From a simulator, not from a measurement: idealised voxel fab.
Title: Process Module voxel ribs on slabs
We display cut, a cross-section 270 nm in width whose square cells are each 5 nm.
Each cross-section below is a grid of square cells, stated as bands in top-down order, with one or more rows of cells making up each band.
Top height, bottom height, nm. Materials left to right, width each, nm. Single material + "throughout" = fills band edge to edge. "air" = empty.
Basically, 0 is our baseline, since under it the wafer straight out of the box is all one material. The bottom band has no lower end and keeps on going down, so it looks like "0..down".
Note: "30 to 40" means the width goes from the first number (top row of the band) to the second number (bottom row) in equal steps per row of cells.
"all unchanged" -> step changed no cross-section cell.
"Closed void entries" means: voids of 8 cells or more that are shut off from the top with no open way through. Written width x height at distance, distance from the left edge, in nm.
That trailing text on a step's line, after the settings, is the simulator's own remark on the step.
overlay nm: right-of-plan distance of the mask on a masked step; negative values mean left-of-plan.

[The planned process steps are enumerated hereunder]
- 1: RECEIVE (material Si)
- 2: DIRECTIONAL_DEP (material SiO2; thk nm 30)
- 3: DIRECTIONAL_DEP (material polySi; thk nm 15)
- 4: MASKED_ETCH (tone cover; mask id RIB; width nm 30; etch materials polySi; depth nm 10; overlay nm 0)
- 5: MASKED_ETCH (tone cover; mask id SLAB; width nm 60; etch materials polySi; depth nm 5; overlay nm 0)
- 6: FILL_DEP (material SiO2; thk nm 25)
- 7: CMP (height nm 60)
- 8: DIRECTIONAL_DEP (material W; thk nm 10)
- 9: PATTERN (tone cover; mask id HEATER; material resist; width nm 40; thk nm 20; overlay nm 0)
- 10: DIRECTIONAL_ETCH (etch materials W; depth nm 10)
- 11: STRIP (etch materials resist)
- 12: CONFORMAL_DEP (material SiN; thk nm 5)

[As received (post step 1): cross-section]
	0..down = Si throughout
	Closed void entries: none

[Final wafer profile in cross-section after the module, from the same start and plan as above, with one mistake made during processing]
	70..60 = air 115 nm  W 40 nm  air 115 nm
	60..45 = SiO2 throughout
	45..35 = SiO2 120 nm  polySi 30 nm  SiO2 120 nm
	35..30 = SiO2 105 nm  polySi 60 nm  SiO2 105 nm
	30..0 = SiO2 throughout
	0..down = Si throughout
	Closed void entries: none
Against the plan, the run slipped here: step 12 was dropped from the plan's execution and never run
